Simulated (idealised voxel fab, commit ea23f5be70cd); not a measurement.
process module | voxel self aligned vias
cross-section cut | 145 nm wide | cells 5 nm
A cross-section is a grid of square cells, given in bands from the top down. A band is one or more rows of cells.
Each band's line starts with the height of the band's top and of its bottom, in nm. Then come its materials from left to right, each with its width in nm. One material with "throughout" fills the band from edge to edge. "air" is empty space.
Height 0 is the level under which the wafer as received is all one material. The lowest band goes on downwards, as in "0 down".
A width such as "30 to 40" changes by the same amount from each row of cells to the next, from the band's top row to its bottom row.
"no change" after a step means that no cell of the cross-section changed.
closed voids: empty space of 8 cells or more with no open way to the top, each as width x height at its distance from the left edge, in nm
after a step's settings: what the simulator itself notes on the step
overlay nm, on a step with a mask: how far to the right of its planned place the mask lay; to the left if negative
Each pair below shows a cross-section before one step and the cross-section after it, down to the lowest band that changed. The line under each pair gives the step between them, with its settings. The pairs can come from different runs of this module on the same starting wafer, so a pair continues from the pair above only where its "before" says so.
before
  0 down: Si throughout
  closed voids: none
after
  10 to 0: SiO2 throughout
  below 0: unchanged
  closed voids: none
the step between: op CONFORMAL_DEP | material SiO2 | thk nm 10
before: the cross-section after the pair above
after
  15 to 10: SiCN throughout
  below 10: unchanged
  closed voids: none
the step between: op CONFORMAL_DEP | material SiCN | thk nm 5
before: the cross-section after the pair above
after
  35 to 15: SiO2 throughout
  below 15: unchanged
  closed voids: none
the step between: op DIRECTIONAL_DEP | material SiO2 | thk nm 20
before: the cross-section after the pair above
after
  35 to 15: SiO2 40 | air 20 | SiO2 25 | air 20 | SiO2 40
  below 15: unchanged
  closed voids: none
the step between: op MASKED_ETCH | tone open | mask id LINES | width nm 20 | pitch nm 45 | etch materials SiO2 | depth nm 20 | overlay nm 0
before: the cross-section after the pair above
after
  40 to 35: TiN 45 | air 10 | TiN 35 | air 10 | TiN 45
  35 to 20: SiO2 40 | TiN 5 | air 10 | TiN 5 | SiO2 25 | TiN 5 | air 10 | TiN 5 | SiO2 40
  20 to 15: SiO2 40 | TiN 20 | SiO2 25 | TiN 20 | SiO2 40
  below 15: unchanged
  closed voids: none
the step between: op CONFORMAL_DEP | material TiN | thk nm 5
before: the cross-section after the pair above
after
  45 to 40: W throughout
  40 to 35: TiN 45 | W 10 | TiN 35 | W 10 | TiN 45
  35 to 20: SiO2 40 | TiN 5 | W 10 | TiN 5 | SiO2 25 | TiN 5 | W 10 | TiN 5 | SiO2 40
  below 20: unchanged
  closed voids: none
the step between: op FILL_DEP | material W | thk nm 5
before: the cross-section after the pair above
after
  35 to 20: SiO2 40 | TiN 5 | W 10 | TiN 5 | SiO2 25 | TiN 5 | W 10 | TiN 5 | SiO2 40
  below 20: unchanged
  closed voids: none
the step between: op CMP | height nm 35
before: the cross-section after the pair above
after
  35 to 25: SiO2 40 | air 20 | SiO2 25 | air 20 | SiO2 40
  below 25: unchanged
  closed voids: none
the step between: op SELECTIVE_ETCH | etch materials W Ru TiN | depth nm 10
before: the cross-section after the pair above
after
  45 to 35: SiN throughout
  35 to 25: SiO2 40 | SiN 20 | SiO2 25 | SiN 20 | SiO2 40
  below 25: unchanged
  closed voids: none
the step between: op FILL_DEP | material SiN | thk nm 10
before: the cross-section after the pair above
after
  35 to 25: SiO2 40 | SiN 20 | SiO2 25 | SiN 20 | SiO2 40
  below 25: unchanged
  closed voids: none
the step between: op CMP | height nm 35
before: the cross-section after the pair above
after
  50 to 35: SiO2 throughout
  below 35: unchanged
  closed voids: none
the step between: op DIRECTIONAL_DEP | material SiO2 | thk nm 15
before: the cross-section after the pair above
after
  70 to 50: resist 35 | air 30 | resist 80
  below 50: unchanged
  closed voids: none
the step between: op PATTERN | tone open | mask id VIAS | material resist | width nm 30 | thk nm 20 | overlay nm 0
before: the cross-section after the pair above
after
  70 to 50: resist 35 | air 30 | resist 80
  50 to 35: SiO2 35 | air 30 | SiO2 80
  below 35: unchanged
  closed voids: none
the step between: op DIRECTIONAL_ETCH | etch materials SiO2 | depth nm 15
before: the cross-section after the pair above
after
  70 to 50: resist 35 | air 30 | resist 80
  50 to 35: SiO2 35 | air 30 | SiO2 80
  35 to 25: SiO2 40 | air 20 | SiO2 25 | SiN 20 | SiO2 40
  below 25: unchanged
  closed voids: none
the step between: op DIRECTIONAL_ETCH | etch materials SiN | depth nm 10
before: the cross-section after the pair above
after
  50 to 35: SiO2 35 | air 30 | SiO2 80
  below 35: unchanged
  closed voids: none
the step between: op STRIP | etch materials resist
before: the cross-section after the pair above
after
  55 to 50: TiN 40 | air 20 | TiN 85
  50 to 40: SiO2 35 | TiN 5 | air 20 | TiN 5 | SiO2 80
  40 to 35: SiO2 35 | TiN 10 | air 10 | TiN 10 | SiO2 80
  35 to 30: SiO2 40 | TiN 5 | air 10 | TiN 5 | SiO2 25 | SiN 20 | SiO2 40
  30 to 25: SiO2 40 | TiN 20 | SiO2 25 | SiN 20 | SiO2 40
  below 25: unchanged
  closed voids: none
the step between: op CONFORMAL_DEP | material TiN | thk nm 5
before: the cross-section after the pair above
after
  60 to 55: W throughout
  55 to 50: TiN 40 | W 20 | TiN 85
  50 to 40: SiO2 35 | TiN 5 | W 20 | TiN 5 | SiO2 80
  40 to 35: SiO2 35 | TiN 10 | W 10 | TiN 10 | SiO2 80
  35 to 30: SiO2 40 | TiN 5 | W 10 | TiN 5 | SiO2 25 | SiN 20 | SiO2 40
  below 30: unchanged
  closed voids: none
the step between: op FILL_DEP | material W | thk nm 5
before: the cross-section after the pair above
after
  50 to 40: SiO2 35 | TiN 5 | W 20 | TiN 5 | SiO2 80
  below 40: unchanged
  closed voids: none
the step between: op CMP | height nm 50
before: the cross-section after the pair above
after
  55 to 50: SiCN throughout
  below 50: unchanged
  closed voids: none
the step between: op CONFORMAL_DEP | material SiCN | thk nm 5
before
  0 down: Si throughout
  closed voids: none
after
  5 to 0: SiCN throughout
  below 0: unchanged
  closed voids: none
the step between: op CONFORMAL_DEP | material SiCN | thk nm 5
before: the cross-section after the pair above
after
  25 to 5: SiO2 throughout
  below 5: unchanged
  closed voids: none
the step between: op DIRECTIONAL_DEP | material SiO2 | thk nm 20
before: the cross-section after the pair above
after
  25 to 5: SiO2 40 | air 20 | SiO2 25 | air 20 | SiO2 40
  below 5: unchanged
  closed voids: none
the step between: op MASKED_ETCH | tone open | mask id LINES | width nm 20 | pitch nm 45 | etch materials SiO2 | depth nm 20 | overlay nm 0
before: the cross-section after the pair above
after
  30 to 25: TiN 45 | air 10 | TiN 35 | air 10 | TiN 45
  25 to 10: SiO2 40 | TiN 5 | air 10 | TiN 5 | SiO2 25 | TiN 5 | air 10 | TiN 5 | SiO2 40
  10 to 5: SiO2 40 | TiN 20 | SiO2 25 | TiN 20 | SiO2 40
  below 5: unchanged
  closed voids: none
the step between: op CONFORMAL_DEP | material TiN | thk nm 5
before: the cross-section after the pair above
after
  35 to 30: W throughout
  30 to 25: TiN 45 | W 10 | TiN 35 | W 10 | TiN 45
  25 to 10: SiO2 40 | TiN 5 | W 10 | TiN 5 | SiO2 25 | TiN 5 | W 10 | TiN 5 | SiO2 40
  below 10: unchanged
  closed voids: none
the step between: op FILL_DEP | material W | thk nm 5
before: the cross-section after the pair above
after
  25 to 10: SiO2 40 | TiN 5 | W 10 | TiN 5 | SiO2 25 | TiN 5 | W 10 | TiN 5 | SiO2 40
  below 10: unchanged
  closed voids: none
the step between: op SELECTIVE_ETCH | etch materials W Ru TiN | depth nm 10
before: the cross-section after the pair above
after
  35 to 25: SiN throughout
  below 25: unchanged
  closed voids: none
the step between: op FILL_DEP | material SiN | thk nm 10
before: the cross-section after the pair above
after
  50 to 35: SiO2 throughout
  below 35: unchanged
  closed voids: none
the step between: op DIRECTIONAL_DEP | material SiO2 | thk nm 15
before: the cross-section after the pair above
after
  70 to 50: resist 35 | air 30 | resist 80
  below 50: unchanged
  closed voids: none
the step between: op PATTERN | tone open | mask id VIAS | material resist | width nm 30 | thk nm 20 | overlay nm 0
before: the cross-section after the pair above
after
  70 to 50: resist 35 | air 30 | resist 80
  50 to 35: SiO2 35 | air 30 | SiO2 80
  below 35: unchanged
  closed voids: none
the step between: op DIRECTIONAL_ETCH | etch materials SiO2 | depth nm 15
before: the cross-section after the pair above
after
  70 to 50: resist 35 | air 30 | resist 80
  50 to 35: SiO2 35 | air 30 | SiO2 80
  35 to 25: SiN 35 | air 30 | SiN 80
  below 25: unchanged
  closed voids: none
the step between: op DIRECTIONAL_ETCH | etch materials SiN | depth nm 10
before: the cross-section after the pair above
after
  50 to 35: SiO2 35 | air 30 | SiO2 80
  below 35: unchanged
  closed voids: none
the step between: op STRIP | etch materials resist
before: the cross-section after the pair above
after
  55 to 50: TiN 40 | air 20 | TiN 85
  50 to 35: SiO2 35 | TiN 5 | air 20 | TiN 5 | SiO2 80
  35 to 30: SiN 35 | TiN 5 | air 20 | TiN 5 | SiN 80
  30 to 25: SiN 35 | TiN 30 | SiN 80
  below 25: unchanged
  closed voids: none
the step between: op CONFORMAL_DEP | material TiN | thk nm 5
before: the cross-section after the pair above
after
  60 to 55: W throughout
  55 to 50: TiN 40 | W 20 | TiN 85
  50 to 35: SiO2 35 | TiN 5 | W 20 | TiN 5 | SiO2 80
  35 to 30: SiN 35 | TiN 5 | W 20 | TiN 5 | SiN 80
  below 30: unchanged
  closed voids: none
the step between: op FILL_DEP | material W | thk nm 5
before: the cross-section after the pair above
after
  50 to 35: SiO2 35 | TiN 5 | W 20 | TiN 5 | SiO2 80
  below 35: unchanged
  closed voids: none
the step between: op CMP | height nm 50
before: the cross-section after the pair above
after
  55 to 50: SiCN throughout
  below 50: unchanged
  closed voids: none
the step between: op CONFORMAL_DEP | material SiCN | thk nm 5
before
  70 to 50: resist 35 | air 30 | resist 80
  50 to 35: SiO2 35 | air 30 | SiO2 80
  35 to 25: SiO2 40 | SiN 20 | SiO2 25 | SiN 20 | SiO2 40
  25 to 20: SiO2 40 | TiN 5 | W 10 | TiN 5 | SiO2 25 | TiN 5 | W 10 | TiN 5 | SiO2 40
  20 to 15: SiO2 40 | TiN 20 | SiO2 25 | TiN 20 | SiO2 40
  15 to 10: SiCN throughout
  10 to 0: SiO2 throughout
  0 down: Si throughout
  closed voids: none
after
  70 to 50: resist 35 | air 30 | resist 80
  50 to 35: SiO2 35 | air 30 | SiO2 80
  35 to 25: SiO2 35 | air 5 | SiN 20 | air 5 | SiO2 20 | SiN 20 | SiO2 40
  25 to 20: SiO2 35 | air 5 | TiN 5 | W 10 | TiN 5 | air 5 | SiO2 20 | TiN 5 | W 10 | TiN 5 | SiO2 40
  below 20: unchanged
  closed voids: none
the step between: op DIRECTIONAL_ETCH | etch materials SiO2 | depth nm 15
before: the cross-section after the pair above
after
  70 to 50: resist 35 | air 30 | resist 80
  50 to 35: SiO2 35 | air 30 | SiO2 80
  35 to 25: SiO2 35 | air 30 | SiO2 20 | SiN 20 | SiO2 40
  below 25: unchanged
  closed voids: none
the step between: op DIRECTIONAL_ETCH | etch materials SiN | depth nm 10
before: the cross-section after the pair above
after
  50 to 35: SiO2 35 | air 30 | SiO2 80
  below 35: unchanged
  closed voids: none
the step between: op STRIP | etch materials resist
before: the cross-section after the pair above
after
  55 to 50: TiN 40 | air 20 | TiN 85
  50 to 35: SiO2 35 | TiN 5 | air 20 | TiN 5 | SiO2 80
  35 to 30: SiO2 35 | TiN 5 | air 20 | TiN 5 | SiO2 20 | SiN 20 | SiO2 40
  30 to 25: SiO2 35 | TiN 30 | SiO2 20 | SiN 20 | SiO2 40
  25 to 20: SiO2 35 | TiN 10 | W 10 | TiN 10 | SiO2 20 | TiN 5 | W 10 | TiN 5 | SiO2 40
  below 20: unchanged
  closed voids: none
the step between: op CONFORMAL_DEP | material TiN | thk nm 5
before: the cross-section after the pair above
after
  60 to 55: W throughout
  55 to 50: TiN 40 | W 20 | TiN 85
  50 to 35: SiO2 35 | TiN 5 | W 20 | TiN 5 | SiO2 80
  35 to 30: SiO2 35 | TiN 5 | W 20 | TiN 5 | SiO2 20 | SiN 20 | SiO2 40
  below 30: unchanged
  closed voids: none
the step between: op FILL_DEP | material W | thk nm 5
before: the cross-section after the pair above
after
  50 to 35: SiO2 35 | TiN 5 | W 20 | TiN 5 | SiO2 80
  below 35: unchanged
  closed voids: none
the step between: op CMP | height nm 50
before: the cross-section after the pair above
after
  55 to 50: SiCN throughout
  below 50: unchanged
  closed voids: none
the step between: op CONFORMAL_DEP | material SiCN | thk nm 5
before
  5 to 0: SiCN throughout
  0 down: Si throughout
  closed voids: none
after
  15 to 5: SiO2 throughout
  below 5: unchanged
  closed voids: none
the step between: op CONFORMAL_DEP | material SiO2 | thk nm 10
before: the cross-section after the pair above
after
  35 to 5: SiO2 throughout
  below 5: unchanged
  closed voids: none
the step between: op DIRECTIONAL_DEP | material SiO2 | thk nm 20
before: the cross-section after the pair above
after
  35 to 15: SiO2 40 | air 20 | SiO2 25 | air 20 | SiO2 40
  below 15: unchanged
  closed voids: none
the step between: op MASKED_ETCH | tone open | mask id LINES | width nm 20 | pitch nm 45 | etch materials SiO2 | depth nm 20 | overlay nm 0
before: the cross-section after the pair above
after
  40 to 35: TiN 45 | air 10 | TiN 35 | air 10 | TiN 45
  35 to 20: SiO2 40 | TiN 5 | air 10 | TiN 5 | SiO2 25 | TiN 5 | air 10 | TiN 5 | SiO2 40
  20 to 15: SiO2 40 | TiN 20 | SiO2 25 | TiN 20 | SiO2 40
  below 15: unchanged
  closed voids: none
the step between: op CONFORMAL_DEP | material TiN | thk nm 5
before: the cross-section after the pair above
after
  45 to 40: W throughout
  40 to 35: TiN 45 | W 10 | TiN 35 | W 10 | TiN 45
  35 to 20: SiO2 40 | TiN 5 | W 10 | TiN 5 | SiO2 25 | TiN 5 | W 10 | TiN 5 | SiO2 40
  below 20: unchanged
  closed voids: none
the step between: op FILL_DEP | material W | thk nm 5
before: the cross-section after the pair above
after
  35 to 20: SiO2 40 | TiN 5 | W 10 | TiN 5 | SiO2 25 | TiN 5 | W 10 | TiN 5 | SiO2 40
  below 20: unchanged
  closed voids: none
the step between: op CMP | height nm 35
before: the cross-section after the pair above
after
  35 to 25: SiO2 40 | air 20 | SiO2 25 | air 20 | SiO2 40
  below 25: unchanged
  closed voids: none
the step between: op SELECTIVE_ETCH | etch materials W Ru TiN | depth nm 10
before: the cross-section after the pair above
after
  45 to 35: SiN throughout
  35 to 25: SiO2 40 | SiN 20 | SiO2 25 | SiN 20 | SiO2 40
  below 25: unchanged
  closed voids: none
the step between: op FILL_DEP | material SiN | thk nm 10
before: the cross-section after the pair above
after
  35 to 25: SiO2 40 | SiN 20 | SiO2 25 | SiN 20 | SiO2 40
  below 25: unchanged
  closed voids: none
the step between: op CMP | height nm 35
before: the cross-section after the pair above
after
  50 to 35: SiO2 throughout
  below 35: unchanged
  closed voids: none
the step between: op DIRECTIONAL_DEP | material SiO2 | thk nm 15
before: the cross-section after the pair above
after
  70 to 50: resist 35 | air 30 | resist 80
  below 50: unchanged
  closed voids: none
the step between: op PATTERN | tone open | mask id VIAS | material resist | width nm 30 | thk nm 20 | overlay nm 0
before: the cross-section after the pair above
after
  70 to 50: resist 35 | air 30 | resist 80
  50 to 35: SiO2 35 | air 30 | SiO2 80
  below 35: unchanged
  closed voids: none
the step between: op DIRECTIONAL_ETCH | etch materials SiO2 | depth nm 15
before: the cross-section after the pair above
after
  70 to 50: resist 35 | air 30 | resist 80
  50 to 35: SiO2 35 | air 30 | SiO2 80
  35 to 25: SiO2 40 | air 20 | SiO2 25 | SiN 20 | SiO2 40
  below 25: unchanged
  closed voids: none
the step between: op DIRECTIONAL_ETCH | etch materials SiN | depth nm 10
before: the cross-section after the pair above
after
  50 to 35: SiO2 35 | air 30 | SiO2 80
  below 35: unchanged
  closed voids: none
the step between: op STRIP | etch materials resist
before: the cross-section after the pair above
after
  55 to 50: TiN 40 | air 20 | TiN 85
  50 to 40: SiO2 35 | TiN 5 | air 20 | TiN 5 | SiO2 80
  40 to 35: SiO2 35 | TiN 10 | air 10 | TiN 10 | SiO2 80
  35 to 30: SiO2 40 | TiN 5 | air 10 | TiN 5 | SiO2 25 | SiN 20 | SiO2 40
  30 to 25: SiO2 40 | TiN 20 | SiO2 25 | SiN 20 | SiO2 40
  below 25: unchanged
  closed voids: none
the step between: op CONFORMAL_DEP | material TiN | thk nm 5
before: the cross-section after the pair above
after
  60 to 55: W throughout
  55 to 50: TiN 40 | W 20 | TiN 85
  50 to 40: SiO2 35 | TiN 5 | W 20 | TiN 5 | SiO2 80
  40 to 35: SiO2 35 | TiN 10 | W 10 | TiN 10 | SiO2 80
  35 to 30: SiO2 40 | TiN 5 | W 10 | TiN 5 | SiO2 25 | SiN 20 | SiO2 40
  below 30: unchanged
  closed voids: none
the step between: op FILL_DEP | material W | thk nm 5
before: the cross-section after the pair above
after
  50 to 40: SiO2 35 | TiN 5 | W 20 | TiN 5 | SiO2 80
  below 40: unchanged
  closed voids: none
the step between: op CMP | height nm 50
before: the cross-section after the pair above
after
  55 to 50: SiCN throughout
  below 50: unchanged
  closed voids: none
the step between: op CONFORMAL_DEP | material SiCN | thk nm 5
before
  70 to 50: resist 35 | air 30 | resist 80
  50 to 35: SiO2 throughout
  35 to 25: SiO2 40 | SiN 20 | SiO2 25 | SiN 20 | SiO2 40
  25 to 20: SiO2 40 | TiN 5 | W 10 | TiN 5 | SiO2 25 | TiN 5 | W 10 | TiN 5 | SiO2 40
  20 to 15: SiO2 40 | TiN 20 | SiO2 25 | TiN 20 | SiO2 40
  15 to 10: SiCN throughout
  10 to 0: SiO2 throughout
  0 down: Si throughout
  closed voids: none
after
  70 to 50: resist 35 | air 30 | resist 80
  50 to 35: SiO2 35 | air 30 | SiO2 80
  35 to 25: SiO2 35 | air 5 | SiN 20 | air 5 | SiO2 20 | SiN 20 | SiO2 40
  below 25: unchanged
  closed voids: none
the step between: op DIRECTIONAL_ETCH | etch materials SiO2 | depth nm 25
before: the cross-section after the pair above
after
  70 to 50: resist 35 | air 30 | resist 80
  50 to 35: SiO2 35 | air 30 | SiO2 80
  35 to 25: SiO2 35 | air 30 | SiO2 20 | SiN 20 | SiO2 40
  below 25: unchanged
  closed voids: none
the step between: op DIRECTIONAL_ETCH | etch materials SiN | depth nm 10
before: the cross-section after the pair above
after
  50 to 35: SiO2 35 | air 30 | SiO2 80
  below 35: unchanged
  closed voids: none
the step between: op STRIP | etch materials resist
before: the cross-section after the pair above
after
  55 to 50: TiN 40 | air 20 | TiN 85
  50 to 35: SiO2 35 | TiN 5 | air 20 | TiN 5 | SiO2 80
  35 to 30: SiO2 35 | TiN 5 | air 20 | TiN 5 | SiO2 20 | SiN 20 | SiO2 40
  30 to 25: SiO2 35 | TiN 30 | SiO2 20 | SiN 20 | SiO2 40
  below 25: unchanged
  closed voids: none
the step between: op CONFORMAL_DEP | material TiN | thk nm 5
before: the cross-section after the pair above
after
  60 to 55: W throughout
  55 to 50: TiN 40 | W 20 | TiN 85
  50 to 35: SiO2 35 | TiN 5 | W 20 | TiN 5 | SiO2 80
  35 to 30: SiO2 35 | TiN 5 | W 20 | TiN 5 | SiO2 20 | SiN 20 | SiO2 40
  below 30: unchanged
  closed voids: none
the step between: op FILL_DEP | material W | thk nm 5
before: the cross-section after the pair above
after
  50 to 35: SiO2 35 | TiN 5 | W 20 | TiN 5 | SiO2 80
  below 35: unchanged
  closed voids: none
the step between: op CMP | height nm 50
before: the cross-section after the pair above
after
  55 to 50: SiCN throughout
  below 50: unchanged
  closed voids: none
the step between: op CONFORMAL_DEP | material SiCN | thk nm 5
before
  50 to 35: SiO2 throughout
  35 to 25: SiO2 40 | SiN 20 | SiO2 25 | SiN 20 | SiO2 40
  25 to 20: SiO2 40 | TiN 5 | W 10 | TiN 5 | SiO2 25 | TiN 5 | W 10 | TiN 5 | SiO2 40
  20 to 15: SiO2 40 | TiN 20 | SiO2 25 | TiN 20 | SiO2 40
  15 to 10: SiCN throughout
  10 to 0: SiO2 throughout
  0 down: Si throughout
  closed voids: none
after
  70 to 50: resist 35 | air 35 | resist 75
  below 50: unchanged
  closed voids: none
the step between: op PATTERN | tone open | mask id VIAS | material resist | width nm 35 | thk nm 20 | overlay nm 0
before: the cross-section after the pair above
after
  70 to 50: resist 35 | air 35 | resist 75
  50 to 35: SiO2 35 | air 35 | SiO2 75
  below 35: unchanged
  closed voids: none
the step between: op DIRECTIONAL_ETCH | etch materials SiO2 | depth nm 15
before: the cross-section after the pair above
after
  70 to 50: resist 35 | air 35 | resist 75
  50 to 35: SiO2 35 | air 35 | SiO2 75
  35 to 25: SiO2 40 | air 20 | SiO2 25 | SiN 20 | SiO2 40
  below 25: unchanged
  closed voids: none
the step between: op DIRECTIONAL_ETCH | etch materials SiN | depth nm 10
before: the cross-section after the pair above
after
  50 to 35: SiO2 35 | air 35 | SiO2 75
  below 35: unchanged
  closed voids: none
the step between: op STRIP | etch materials resist
before: the cross-section after the pair above
after
  55 to 50: TiN 40 | air 25 | TiN 80
  50 to 40: SiO2 35 | TiN 5 | air 25 | TiN 5 | SiO2 75
  40 to 35: SiO2 35 | TiN 10 | air 10 | TiN 15 | SiO2 75
  35 to 30: SiO2 40 | TiN 5 | air 10 | TiN 5 | SiO2 25 | SiN 20 | SiO2 40
  30 to 25: SiO2 40 | TiN 20 | SiO2 25 | SiN 20 | SiO2 40
  below 25: unchanged
  closed voids: none
the step between: op CONFORMAL_DEP | material TiN | thk nm 5
before: the cross-section after the pair above
after
  60 to 55: W throughout
  55 to 50: TiN 40 | W 25 | TiN 80
  50 to 40: SiO2 35 | TiN 5 | W 25 | TiN 5 | SiO2 75
  40 to 35: SiO2 35 | TiN 10 | W 10 | TiN 15 | SiO2 75
  35 to 30: SiO2 40 | TiN 5 | W 10 | TiN 5 | SiO2 25 | SiN 20 | SiO2 40
  below 30: unchanged
  closed voids: none
the step between: op FILL_DEP | material W | thk nm 5
before: the cross-section after the pair above
after
  50 to 40: SiO2 35 | TiN 5 | W 25 | TiN 5 | SiO2 75
  below 40: unchanged
  closed voids: none
the step between: op CMP | height nm 50
before: the cross-section after the pair above
after
  55 to 50: SiCN throughout
  below 50: unchanged
  closed voids: none
the step between: op CONFORMAL_DEP | material SiCN | thk nm 5
before
  50 to 35: SiO2 throughout
  35 to 25: SiO2 40 | SiN 20 | SiO2 25 | SiN 20 | SiO2 40
  25 to 20: SiO2 40 | TiN 5 | W 10 | TiN 5 | SiO2 25 | TiN 5 | W 10 | TiN 5 | SiO2 40
  20 to 15: SiO2 40 | TiN 20 | SiO2 25 | TiN 20 | SiO2 40
  15 to 10: SiCN throughout
  10 to 0: SiO2 throughout
  0 down: Si throughout
  closed voids: none
after
  70 to 50: resist 45 | air 30 | resist 70
  below 50: unchanged
  closed voids: none
the step between: op PATTERN | tone open | mask id VIAS | material resist | width nm 30 | thk nm 20 | overlay nm 10
before: the cross-section after the pair above
after
  70 to 50: resist 45 | air 30 | resist 70
  50 to 35: SiO2 45 | air 30 | SiO2 70
  below 35: unchanged
  closed voids: none
the step between: op DIRECTIONAL_ETCH | etch materials SiO2 | depth nm 15
before: the cross-section after the pair above
after
  70 to 50: resist 45 | air 30 | resist 70
  50 to 35: SiO2 45 | air 30 | SiO2 70
  35 to 25: SiO2 40 | SiN 5 | air 15 | SiO2 25 | SiN 20 | SiO2 40
  below 25: unchanged
  closed voids: none
the step between: op DIRECTIONAL_ETCH | etch materials SiN | depth nm 10
before: the cross-section after the pair above
after
  50 to 35: SiO2 45 | air 30 | SiO2 70
  below 35: unchanged
  closed voids: none
the step between: op STRIP | etch materials resist
before: the cross-section after the pair above
after
  55 to 50: TiN 50 | air 20 | TiN 75
  50 to 40: SiO2 45 | TiN 5 | air 20 | TiN 5 | SiO2 70
  40 to 35: SiO2 45 | TiN 5 | air 5 | TiN 20 | SiO2 70
  35 to 30: SiO2 40 | SiN 5 | TiN 5 | air 5 | TiN 5 | SiO2 25 | SiN 20 | SiO2 40
  30 to 25: SiO2 40 | SiN 5 | TiN 15 | SiO2 25 | SiN 20 | SiO2 40
  below 25: unchanged
  closed voids: none
the step between: op CONFORMAL_DEP | material TiN | thk nm 5
before: the cross-section after the pair above
after
  60 to 55: W throughout
  55 to 50: TiN 50 | W 20 | TiN 75
  50 to 40: SiO2 45 | TiN 5 | W 20 | TiN 5 | SiO2 70
  40 to 35: SiO2 45 | TiN 5 | W 5 | TiN 20 | SiO2 70
  35 to 30: SiO2 40 | SiN 5 | TiN 5 | W 5 | TiN 5 | SiO2 25 | SiN 20 | SiO2 40
  below 30: unchanged
  closed voids: none
the step between: op FILL_DEP | material W | thk nm 5
before: the cross-section after the pair above
after
  50 to 40: SiO2 45 | TiN 5 | W 20 | TiN 5 | SiO2 70
  below 40: unchanged
  closed voids: none
the step between: op CMP | height nm 50
before: the cross-section after the pair above
after
  55 to 50: SiCN throughout
  below 50: unchanged
  closed voids: none
the step between: op CONFORMAL_DEP | material SiCN | thk nm 5
before
  55 to 50: TiN 40 | air 20 | TiN 85
  50 to 40: SiO2 35 | TiN 5 | air 20 | TiN 5 | SiO2 80
  40 to 35: SiO2 35 | TiN 10 | air 10 | TiN 10 | SiO2 80
  35 to 30: SiO2 40 | TiN 5 | air 10 | TiN 5 | SiO2 25 | SiN 20 | SiO2 40
  30 to 25: SiO2 40 | TiN 20 | SiO2 25 | SiN 20 | SiO2 40
  25 to 20: SiO2 40 | TiN 5 | W 10 | TiN 5 | SiO2 25 | TiN 5 | W 10 | TiN 5 | SiO2 40
  20 to 15: SiO2 40 | TiN 20 | SiO2 25 | TiN 20 | SiO2 40
  15 to 10: SiCN throughout
  10 to 0: SiO2 throughout
  0 down: Si throughout
  closed voids: none
after
  60 to 55: SiO2 throughout
  55 to 50: TiN 40 | SiO2 20 | TiN 85
  50 to 40: SiO2 35 | TiN 5 | SiO2 20 | TiN 5 | SiO2 80
  40 to 35: SiO2 35 | TiN 10 | SiO2 10 | TiN 10 | SiO2 80
  35 to 30: SiO2 40 | TiN 5 | SiO2 10 | TiN 5 | SiO2 25 | SiN 20 | SiO2 40
  below 30: unchanged
  closed voids: none
the step between: op FILL_DEP | material SiO2 | thk nm 5
before: the cross-section after the pair above
after
  50 to 40: SiO2 35 | TiN 5 | SiO2 20 | TiN 5 | SiO2 80
  below 40: unchanged
  closed voids: none
the step between: op CMP | height nm 50
before: the cross-section after the pair above
after
  55 to 50: SiCN throughout
  below 50: unchanged
  closed voids: none
the step between: op CONFORMAL_DEP | material SiCN | thk nm 5
before
  50 to 35: SiO2 throughout
  35 to 25: SiO2 40 | SiN 20 | SiO2 25 | SiN 20 | SiO2 40
  25 to 20: SiO2 40 | TiN 5 | W 10 | TiN 5 | SiO2 25 | TiN 5 | W 10 | TiN 5 | SiO2 40
  20 to 15: SiO2 40 | TiN 20 | SiO2 25 | TiN 20 | SiO2 40
  15 to 10: SiCN throughout
  10 to 0: SiO2 throughout
  0 down: Si throughout
  closed voids: none
after
  70 to 50: air 35 | resist 30 | air 80
  below 50: unchanged
  closed voids: none
the step between: op PATTERN | tone cover | mask id VIAS | material resist | width nm 30 | thk nm 20 | overlay nm 0
before: the cross-section after the pair above
after
  70 to 50: air 35 | resist 30 | air 80
  50 to 35: air 35 | SiO2 30 | air 80
  below 35: unchanged
  closed voids: none
the step between: op DIRECTIONAL_ETCH | etch materials SiO2 | depth nm 15
before: the cross-section after the pair above
after
  70 to 50: air 35 | resist 30 | air 80
  50 to 35: air 35 | SiO2 30 | air 80
  35 to 25: SiO2 40 | SiN 20 | SiO2 25 | air 20 | SiO2 40
  below 25: unchanged
  closed voids: none
the step between: op DIRECTIONAL_ETCH | etch materials SiN | depth nm 10
before: the cross-section after the pair above
after
  50 to 35: air 35 | SiO2 30 | air 80
  below 35: unchanged
  closed voids: none
the step between: op STRIP | etch materials resist
before: the cross-section after the pair above
after
  55 to 50: air 30 | TiN 40 | air 75
  50 to 40: air 30 | TiN 5 | SiO2 30 | TiN 5 | air 75
  40 to 35: TiN 35 | SiO2 30 | TiN 25 | air 10 | TiN 45
  35 to 30: SiO2 40 | SiN 20 | SiO2 25 | TiN 5 | air 10 | TiN 5 | SiO2 40
  30 to 25: SiO2 40 | SiN 20 | SiO2 25 | TiN 20 | SiO2 40
  below 25: unchanged
  closed voids: none
the step between: op CONFORMAL_DEP | material TiN | thk nm 5
before: the cross-section after the pair above
after
  60 to 55: W throughout
  55 to 50: W 30 | TiN 40 | W 75
  50 to 40: W 30 | TiN 5 | SiO2 30 | TiN 5 | W 75
  40 to 35: TiN 35 | SiO2 30 | TiN 25 | W 10 | TiN 45
  35 to 30: SiO2 40 | SiN 20 | SiO2 25 | TiN 5 | W 10 | TiN 5 | SiO2 40
  below 30: unchanged
  closed voids: none
the step between: op FILL_DEP | material W | thk nm 5
before: the cross-section after the pair above
after
  50 to 40: W 30 | TiN 5 | SiO2 30 | TiN 5 | W 75
  below 40: unchanged
  closed voids: none
the step between: op CMP | height nm 50
before: the cross-section after the pair above
after
  55 to 50: SiCN throughout
  below 50: unchanged
  closed voids: none
the step between: op CONFORMAL_DEP | material SiCN | thk nm 5
